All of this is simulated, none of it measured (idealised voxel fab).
Process module name: voxel ribs on slabs
Cross-section cut: width 290 nm, square cells of 5 nm.
Heads up, the way a cross-section reads in here is a grid of square cells, handed over as bands from the top down, with every band being one or more rows of cells. Heights first: top, then bottom, in nm. Then materials, left to right, each with a width in nm. "throughout" on a single material: fills the band edge to edge. "blank": empty space. Beneath 0, the wafer as received is one material, and that level is where height counting begins. The lowest band goes on downward without a bottom; it is written like "top 0, no bottom". With a width like "30..40", each row of cells in the band differs from the next by the same amount, the top row carrying the first number and the bottom row the second. Given "remained unchanged" for a step, no cell of the cross-section differs between before and after that step. Look at "Listed closed voids" for the closed voids: empty spaces with no open path to the top, sized 8 cells or up. Each is width x height at distance, distance from the left edge, all nm. It should be noted that, on the line of a given step, the content following the step's settings is a remark produced by the simulator itself with respect to that step. "overlay nm", when on a step's line for a step with a mask, measures how far to the right of its planned place the mask lay; a negative measure means to the left.
[Listed below are the process steps as planned]
- 1: RECEIVE,material Si
- 2: DIRECTIONAL_DEP,material SiO2,thk nm 20
- 3: DIRECTIONAL_DEP,material polySi,thk nm 15
- 4: MASKED_ETCH,tone cover,mask id RIB,width nm 20,etch materials polySi,depth nm 10,overlay nm 0
- 5: MASKED_ETCH,tone cover,mask id SLAB,width nm 60,etch materials polySi,depth nm 5,overlay nm 0
- 6: FILL_DEP,material SiO2,thk nm 25
- 7: CMP,height nm 55
- 8: DIRECTIONAL_DEP,material TiN,thk nm 10
- 9: DIRECTIONAL_DEP,material aC,thk nm 15
- 10: PATTERN,tone cover,mask id HEATER,material resist,width nm 30,thk nm 30,overlay nm 0
- 11: DIRECTIONAL_ETCH,etch materials aC,depth nm 15
- 12: STRIP,etch materials resist
- 13: DIRECTIONAL_ETCH,etch materials TiN,depth nm 10
- 14: STRIP,etch materials aC
- 15: CONFORMAL_DEP,material SiO2,thk nm 5
[First wafer, two in total, run as planned]
[Delivered wafer in cross-section: state after step 1]
	top 0, no bottom: Si throughout
	Listed closed voids: none
[State of the wafer after step 2, shown in cross-section]
	top 20, bottom 0: SiO2 throughout
	No changes below 0.
[State of the wafer after step 3, shown in cross-section]
	top 35, bottom 20: polySi throughout
	No changes below 20.
[State of the wafer after step 4, shown in cross-section]
	top 35, bottom 25: 135 blank; 20 polySi; 135 blank
	No changes below 25.
[State of the wafer after step 5, shown in cross-section]
	top 35, bottom 25: 135 blank; 20 polySi; 135 blank
	top 25, bottom 20: 115 blank; 60 polySi; 115 blank
	No changes below 20.
[State of the wafer after step 6, shown in cross-section]
	top 60, bottom 35: SiO2 throughout
	top 35, bottom 25: 135 SiO2; 20 polySi; 135 SiO2
	top 25, bottom 20: 115 SiO2; 60 polySi; 115 SiO2
	No changes below 20.
[State of the wafer after step 7, shown in cross-section]
	top 55, bottom 35: SiO2 throughout
	No changes below 35.
[State of the wafer after step 8, shown in cross-section]
	top 65, bottom 55: TiN throughout
	No changes below 55.
[State of the wafer after step 9, shown in cross-section]
	top 80, bottom 65: aC throughout
	No changes below 65.
[State of the wafer after step 10, shown in cross-section]
	top 110, bottom 80: 130 blank; 30 resist; 130 blank
	No changes below 80.
[State of the wafer after step 11, shown in cross-section]
	top 95, bottom 80: 130 blank; 30 resist; 130 blank
	top 80, bottom 65: 130 blank; 30 aC; 130 blank
	No changes below 65.
[State of the wafer after step 12, shown in cross-section]
	top 80, bottom 65: 130 blank; 30 aC; 130 blank
	No changes below 65.
[State of the wafer after step 13, shown in cross-section]
	top 80, bottom 65: 130 blank; 30 aC; 130 blank
	top 65, bottom 55: 130 blank; 30 TiN; 130 blank
	No changes below 55.
[State of the wafer after step 14, shown in cross-section]
	top 65, bottom 55: 130 blank; 30 TiN; 130 blank
	No changes below 55.
[State of the wafer after step 15, shown in cross-section]
	top 70, bottom 65: 125 blank; 40 SiO2; 125 blank
	top 65, bottom 60: 125 blank; 5 SiO2; 30 TiN; 5 SiO2; 125 blank
	top 60, bottom 55: 130 SiO2; 30 TiN; 130 SiO2
	No changes below 55.
[Wafer two. Identical start, identical plan. One mistake in execution. Identical history through step 2]
[Cross-sectional representation of the second wafer at the time designated in the plan for the completion of step 3]
	top 50, bottom 20: polySi throughout
	No changes below 20.
[Cross-sectional representation of the second wafer at the time designated in the plan for the completion of step 4]
	top 50, bottom 40: 135 blank; 20 polySi; 135 blank
	No changes below 40.
[Cross-sectional representation of the second wafer at the time designated in the plan for the completion of step 5]
	top 50, bottom 40: 135 blank; 20 polySi; 135 blank
	top 40, bottom 35: 115 blank; 60 polySi; 115 blank
	No changes below 35.
[Cross-sectional representation of the second wafer at the time designated in the plan for the completion of step 6]
	top 75, bottom 50: SiO2 throughout
	top 50, bottom 40: 135 SiO2; 20 polySi; 135 SiO2
	top 40, bottom 35: 115 SiO2; 60 polySi; 115 SiO2
	No changes below 35.
[Cross-sectional representation of the second wafer at the time designated in the plan for the completion of step 7]
	top 55, bottom 50: SiO2 throughout
	No changes below 50.
[Cross-sectional representation of the second wafer at the time designated in the plan for the completion of step 8]
	top 65, bottom 55: TiN throughout
	No changes below 55.
[Cross-sectional representation of the second wafer at the time designated in the plan for the completion of step 9]
	top 80, bottom 65: aC throughout
	No changes below 65.
[Cross-sectional representation of the second wafer at the time designated in the plan for the completion of step 10]
	top 110, bottom 80: 130 blank; 30 resist; 130 blank
	No changes below 80.
[Cross-sectional representation of the second wafer at the time designated in the plan for the completion of step 11]
	top 95, bottom 80: 130 blank; 30 resist; 130 blank
	top 80, bottom 65: 130 blank; 30 aC; 130 blank
	No changes below 65.
[Cross-sectional representation of the second wafer at the time designated in the plan for the completion of step 12]
	top 80, bottom 65: 130 blank; 30 aC; 130 blank
	No changes below 65.
[Cross-sectional representation of the second wafer at the time designated in the plan for the completion of step 13]
	top 80, bottom 65: 130 blank; 30 aC; 130 blank
	top 65, bottom 55: 130 blank; 30 TiN; 130 blank
	No changes below 55.
[Cross-sectional representation of the second wafer at the time designated in the plan for the completion of step 14]
	top 65, bottom 55: 130 blank; 30 TiN; 130 blank
	No changes below 55.
[Cross-sectional representation of the second wafer at the time designated in the plan for the completion of step 15]
	top 70, bottom 65: 125 blank; 40 SiO2; 125 blank
	top 65, bottom 60: 125 blank; 5 SiO2; 30 TiN; 5 SiO2; 125 blank
	top 60, bottom 55: 130 SiO2; 30 TiN; 130 SiO2
	No changes below 55.
Misprocessing identified: execution of plan step 3 occurred twice
at the end the second wafer has, in cells: -174 SiO2 | +174 polySi
